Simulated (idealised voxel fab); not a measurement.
process module | voxel plated lines
cross-section cut | 270 nm wide | cells 5 nm
A cross-section is a grid of square cells, given in bands from the top down. A band is one or more rows of cells.
Each band's line starts with the height of the band's top and of its bottom, in nm. Then come its materials from left to right, each with its width in nm. One material with "throughout" fills the band from edge to edge. "air" is empty space.
Height 0 is the level under which the wafer as received is all one material. The lowest band goes on downwards, as in "0 down".
A width such as "30 to 40" changes by the same amount from each row of cells to the next, from the band's top row to its bottom row.
"no change" after a step means that no cell of the cross-section changed.
closed voids: empty space of 8 cells or more with no open way to the top, each as width x height at its distance from the left edge, in nm
after a step's settings: what the simulator itself notes on the step
overlay nm, on a step with a mask: how far to the right of its planned place the mask lay; to the left if negative
Each pair below shows a cross-section before one step and the cross-section after it, down to the lowest band that changed. The line under each pair gives the step between them, with its settings. The pairs can come from different runs of this module on the same starting wafer, so a pair continues from the pair above only where its "before" says so.
before
  0 down: Si throughout
  closed voids: none
after
  15 to 0: Al2O3 throughout
  below 0: unchanged
  closed voids: none
the step between: op CONFORMAL_DEP | material Al2O3 | thk nm 15
before: the cross-section after the pair above
after
  20 to 15: TiN throughout
  below 15: unchanged
  closed voids: none
the step between: op DIRECTIONAL_DEP | material TiN | thk nm 5
before: the cross-section after the pair above
after
  50 to 20: resist 110 | air 15 | resist 20 | air 15 | resist 110
  below 20: unchanged
  closed voids: none
the step between: op PATTERN | tone open | mask id LINES | material resist | width nm 15 | pitch nm 35 | thk nm 30 | overlay nm 0
before: the cross-section after the pair above
after
  50 to 30: resist 110 | air 15 | resist 20 | air 15 | resist 110
  30 to 20: resist 110 | Ru 15 | resist 20 | Ru 15 | resist 110
  below 20: unchanged
  closed voids: none
the step between: op EPI | material Ru | thk nm 10
before: the cross-section after the pair above
after
  50 to 35: resist 110 | air 15 | resist 20 | air 15 | resist 110
  35 to 20: resist 110 | Ru 15 | resist 20 | Ru 15 | resist 110
  below 20: unchanged
  closed voids: none
the step between: op EPI | material Ru | thk nm 5
before: the cross-section after the pair above
after
  35 to 20: air 110 | Ru 15 | air 20 | Ru 15 | air 110
  below 20: unchanged
  closed voids: none
the step between: op STRIP | etch materials resist
before: the cross-section after the pair above
after
  35 to 20: air 110 | Ru 15 | air 20 | Ru 15 | air 110
  20 to 15: air 110 | TiN 15 | air 20 | TiN 15 | air 110
  below 15: unchanged
  closed voids: none
the step between: op DIRECTIONAL_ETCH | etch materials TiN | depth nm 5
before: the cross-section after the pair above
after
  40 to 35: air 105 | SiO2 25 | air 10 | SiO2 25 | air 105
  35 to 20: air 105 | SiO2 5 | Ru 15 | SiO2 5 | air 10 | SiO2 5 | Ru 15 | SiO2 5 | air 105
  20 to 15: SiO2 110 | TiN 15 | SiO2 20 | TiN 15 | SiO2 110
  below 15: unchanged
  closed voids: none
the step between: op CONFORMAL_DEP | material SiO2 | thk nm 5
before
  20 to 15: TiN throughout
  15 to 0: Al2O3 throughout
  0 down: Si throughout
  closed voids: none
after
  30 to 20: Ru throughout
  below 20: unchanged
  closed voids: none
the step between: op EPI | material Ru | thk nm 10
before: the cross-section after the pair above
after
  35 to 20: Ru throughout
  below 20: unchanged
  closed voids: none
the step between: op EPI | material Ru | thk nm 5
before: the cross-section after the pair above
after
  40 to 35: SiO2 throughout
  below 35: unchanged
  closed voids: none
the step between: op CONFORMAL_DEP | material SiO2 | thk nm 5
before
  50 to 30: resist 110 | air 15 | resist 20 | air 15 | resist 110
  30 to 20: resist 110 | Ru 15 | resist 20 | Ru 15 | resist 110
  20 to 15: TiN throughout
  15 to 0: Al2O3 throughout
  0 down: Si throughout
  closed voids: none
after
  50 to 40: resist 110 | air 15 | resist 20 | air 15 | resist 110
  40 to 20: resist 110 | Ru 15 | resist 20 | Ru 15 | resist 110
  below 20: unchanged
  closed voids: none
the step between: op EPI | material Ru | thk nm 10
before: the cross-section after the pair above
after
  50 to 45: resist 110 | air 15 | resist 20 | air 15 | resist 110
  45 to 20: resist 110 | Ru 15 | resist 20 | Ru 15 | resist 110
  below 20: unchanged
  closed voids: none
the step between: op EPI | material Ru | thk nm 5
before: the cross-section after the pair above
after
  45 to 20: air 110 | Ru 15 | air 20 | Ru 15 | air 110
  below 20: unchanged
  closed voids: none
the step between: op STRIP | etch materials resist
before: the cross-section after the pair above
after
  45 to 20: air 110 | Ru 15 | air 20 | Ru 15 | air 110
  20 to 15: air 110 | TiN 15 | air 20 | TiN 15 | air 110
  below 15: unchanged
  closed voids: none
the step between: op DIRECTIONAL_ETCH | etch materials TiN | depth nm 5
before: the cross-section after the pair above
after
  50 to 45: air 105 | SiO2 25 | air 10 | SiO2 25 | air 105
  45 to 20: air 105 | SiO2 5 | Ru 15 | SiO2 5 | air 10 | SiO2 5 | Ru 15 | SiO2 5 | air 105
  20 to 15: SiO2 110 | TiN 15 | SiO2 20 | TiN 15 | SiO2 110
  below 15: unchanged
  closed voids: none
the step between: op CONFORMAL_DEP | material SiO2 | thk nm 5
before
  50 to 30: resist 110 | air 15 | resist 20 | air 15 | resist 110
  30 to 20: resist 110 | Ru 15 | resist 20 | Ru 15 | resist 110
  20 to 15: TiN throughout
  15 to 0: Al2O3 throughout
  0 down: Si throughout
  closed voids: none
after
  30 to 20: air 110 | Ru 15 | air 20 | Ru 15 | air 110
  below 20: unchanged
  closed voids: none
the step between: op STRIP | etch materials resist
before: the cross-section after the pair above
after
  35 to 25: air 105 | Ru 25 | air 10 | Ru 25 | air 105
  25 to 20: Ru throughout
  below 20: unchanged
  closed voids: none
the step between: op EPI | material Ru | thk nm 5
before: the cross-section after the pair above
after
  40 to 35: air 100 | SiO2 70 | air 100
  35 to 30: air 100 | SiO2 5 | Ru 25 | SiO2 10 | Ru 25 | SiO2 5 | air 100
  30 to 25: SiO2 105 | Ru 25 | SiO2 10 | Ru 25 | SiO2 105
  below 25: unchanged
  closed voids: none
the step between: op CONFORMAL_DEP | material SiO2 | thk nm 5
before
  0 down: Si throughout
  closed voids: none
after
  10 to 0: Al2O3 throughout
  below 0: unchanged
  closed voids: none
the step between: op CONFORMAL_DEP | material Al2O3 | thk nm 10
before: the cross-section after the pair above
after
  15 to 10: TiN throughout
  below 10: unchanged
  closed voids: none
the step between: op DIRECTIONAL_DEP | material TiN | thk nm 5
before: the cross-section after the pair above
after
  45 to 15: resist 110 | air 15 | resist 20 | air 15 | resist 110
  below 15: unchanged
  closed voids: none
the step between: op PATTERN | tone open | mask id LINES | material resist | width nm 15 | pitch nm 35 | thk nm 30 | overlay nm 0
before: the cross-section after the pair above
after
  45 to 25: resist 110 | air 15 | resist 20 | air 15 | resist 110
  25 to 15: resist 110 | Ru 15 | resist 20 | Ru 15 | resist 110
  below 15: unchanged
  closed voids: none
the step between: op EPI | material Ru | thk nm 10
before: the cross-section after the pair above
after
  45 to 30: resist 110 | air 15 | resist 20 | air 15 | resist 110
  30 to 15: resist 110 | Ru 15 | resist 20 | Ru 15 | resist 110
  below 15: unchanged
  closed voids: none
the step between: op EPI | material Ru | thk nm 5
before: the cross-section after the pair above
after
  30 to 15: air 110 | Ru 15 | air 20 | Ru 15 | air 110
  below 15: unchanged
  closed voids: none
the step between: op STRIP | etch materials resist
before: the cross-section after the pair above
after
  30 to 15: air 110 | Ru 15 | air 20 | Ru 15 | air 110
  15 to 10: air 110 | TiN 15 | air 20 | TiN 15 | air 110
  below 10: unchanged
  closed voids: none
the step between: op DIRECTIONAL_ETCH | etch materials TiN | depth nm 5
before: the cross-section after the pair above
after
  35 to 30: air 105 | SiO2 25 | air 10 | SiO2 25 | air 105
  30 to 15: air 105 | SiO2 5 | Ru 15 | SiO2 5 | air 10 | SiO2 5 | Ru 15 | SiO2 5 | air 105
  15 to 10: SiO2 110 | TiN 15 | SiO2 20 | TiN 15 | SiO2 110
  below 10: unchanged
  closed voids: none
the step between: op CONFORMAL_DEP | material SiO2 | thk nm 5
before
  20 to 15: TiN throughout
  15 to 0: Al2O3 throughout
  0 down: Si throughout
  closed voids: none
after
  50 to 20: resist 110 | air 20 | resist 15 | air 20 | resist 105
  below 20: unchanged
  closed voids: none
the step between: op PATTERN | tone open | mask id LINES | material resist | width nm 20 | pitch nm 35 | thk nm 30 | overlay nm 0
before: the cross-section after the pair above
after
  50 to 30: resist 110 | air 20 | resist 15 | air 20 | resist 105
  30 to 20: resist 110 | Ru 20 | resist 15 | Ru 20 | resist 105
  below 20: unchanged
  closed voids: none
the step between: op EPI | material Ru | thk nm 10
before: the cross-section after the pair above
after
  50 to 35: resist 110 | air 20 | resist 15 | air 20 | resist 105
  35 to 20: resist 110 | Ru 20 | resist 15 | Ru 20 | resist 105
  below 20: unchanged
  closed voids: none
the step between: op EPI | material Ru | thk nm 5
before: the cross-section after the pair above
after
  35 to 20: air 110 | Ru 20 | air 15 | Ru 20 | air 105
  below 20: unchanged
  closed voids: none
the step between: op STRIP | etch materials resist
before: the cross-section after the pair above
after
  35 to 20: air 110 | Ru 20 | air 15 | Ru 20 | air 105
  20 to 15: air 110 | TiN 20 | air 15 | TiN 20 | air 105
  below 15: unchanged
  closed voids: none
the step between: op DIRECTIONAL_ETCH | etch materials TiN | depth nm 5
before: the cross-section after the pair above
after
  40 to 35: air 105 | SiO2 30 | air 5 | SiO2 30 | air 100
  35 to 20: air 105 | SiO2 5 | Ru 20 | SiO2 5 | air 5 | SiO2 5 | Ru 20 | SiO2 5 | air 100
  20 to 15: SiO2 110 | TiN 20 | SiO2 15 | TiN 20 | SiO2 105
  below 15: unchanged
  closed voids: none
the step between: op CONFORMAL_DEP | material SiO2 | thk nm 5
before
  20 to 15: TiN throughout
  15 to 0: Al2O3 throughout
  0 down: Si throughout
  closed voids: none
after
  50 to 20: resist 115 | air 15 | resist 20 | air 15 | resist 105
  below 20: unchanged
  closed voids: none
the step between: op PATTERN | tone open | mask id LINES | material resist | width nm 15 | pitch nm 35 | thk nm 30 | overlay nm 5
before: the cross-section after the pair above
after
  50 to 30: resist 115 | air 15 | resist 20 | air 15 | resist 105
  30 to 20: resist 115 | Ru 15 | resist 20 | Ru 15 | resist 105
  below 20: unchanged
  closed voids: none
the step between: op EPI | material Ru | thk nm 10
before: the cross-section after the pair above
after
  50 to 35: resist 115 | air 15 | resist 20 | air 15 | resist 105
  35 to 20: resist 115 | Ru 15 | resist 20 | Ru 15 | resist 105
  below 20: unchanged
  closed voids: none
the step between: op EPI | material Ru | thk nm 5
before: the cross-section after the pair above
after
  35 to 20: air 115 | Ru 15 | air 20 | Ru 15 | air 105
  below 20: unchanged
  closed voids: none
the step between: op STRIP | etch materials resist
before: the cross-section after the pair above
after
  35 to 20: air 115 | Ru 15 | air 20 | Ru 15 | air 105
  20 to 15: air 115 | TiN 15 | air 20 | TiN 15 | air 105
  below 15: unchanged
  closed voids: none
the step between: op DIRECTIONAL_ETCH | etch materials TiN | depth nm 5
before: the cross-section after the pair above
after
  40 to 35: air 110 | SiO2 25 | air 10 | SiO2 25 | air 100
  35 to 20: air 110 | SiO2 5 | Ru 15 | SiO2 5 | air 10 | SiO2 5 | Ru 15 | SiO2 5 | air 100
  20 to 15: SiO2 115 | TiN 15 | SiO2 20 | TiN 15 | SiO2 105
  below 15: unchanged
  closed voids: none
the step between: op CONFORMAL_DEP | material SiO2 | thk nm 5
before
  35 to 20: air 110 | Ru 15 | air 20 | Ru 15 | air 110
  20 to 15: air 110 | TiN 15 | air 20 | TiN 15 | air 110
  15 to 0: Al2O3 throughout
  0 down: Si throughout
  closed voids: none
after
  40 to 35: air 105 | TiN 25 | air 10 | TiN 25 | air 105
  35 to 20: air 105 | TiN 5 | Ru 15 | TiN 5 | air 10 | TiN 5 | Ru 15 | TiN 5 | air 105
  20 to 15: TiN throughout
  below 15: unchanged
  closed voids: none
the step between: op CONFORMAL_DEP | material TiN | thk nm 5
before
  20 to 15: TiN throughout
  15 to 0: Al2O3 throughout
  0 down: Si throughout
  closed voids: none
after
  50 to 20: air 110 | resist 15 | air 20 | resist 15 | air 110
  below 20: unchanged
  closed voids: none
the step between: op PATTERN | tone cover | mask id LINES | material resist | width nm 15 | pitch nm 35 | thk nm 30 | overlay nm 0
before: the cross-section after the pair above
after
  50 to 30: air 110 | resist 15 | air 20 | resist 15 | air 110
  30 to 20: Ru 110 | resist 15 | Ru 20 | resist 15 | Ru 110
  below 20: unchanged
  closed voids: none
the step between: op EPI | material Ru | thk nm 10
before: the cross-section after the pair above
after
  50 to 35: air 110 | resist 15 | air 20 | resist 15 | air 110
  35 to 20: Ru 110 | resist 15 | Ru 20 | resist 15 | Ru 110
  below 20: unchanged
  closed voids: none
the step between: op EPI | material Ru | thk nm 5
before: the cross-section after the pair above
after
  35 to 20: Ru 110 | air 15 | Ru 20 | air 15 | Ru 110
  below 20: unchanged
  closed voids: none
the step between: op STRIP | etch materials resist
before: the cross-section after the pair above
after
  35 to 20: Ru 110 | air 15 | Ru 20 | air 15 | Ru 110
  20 to 15: TiN 110 | air 15 | TiN 20 | air 15 | TiN 110
  below 15: unchanged
  closed voids: none
the step between: op DIRECTIONAL_ETCH | etch materials TiN | depth nm 5
before: the cross-section after the pair above
after
  40 to 35: SiO2 115 | air 5 | SiO2 30 | air 5 | SiO2 115
  35 to 20: Ru 110 | SiO2 5 | air 5 | SiO2 5 | Ru 20 | SiO2 5 | air 5 | SiO2 5 | Ru 110
  20 to 15: TiN 110 | SiO2 15 | TiN 20 | SiO2 15 | TiN 110
  below 15: unchanged
  closed voids: none
the step between: op CONFORMAL_DEP | material SiO2 | thk nm 5
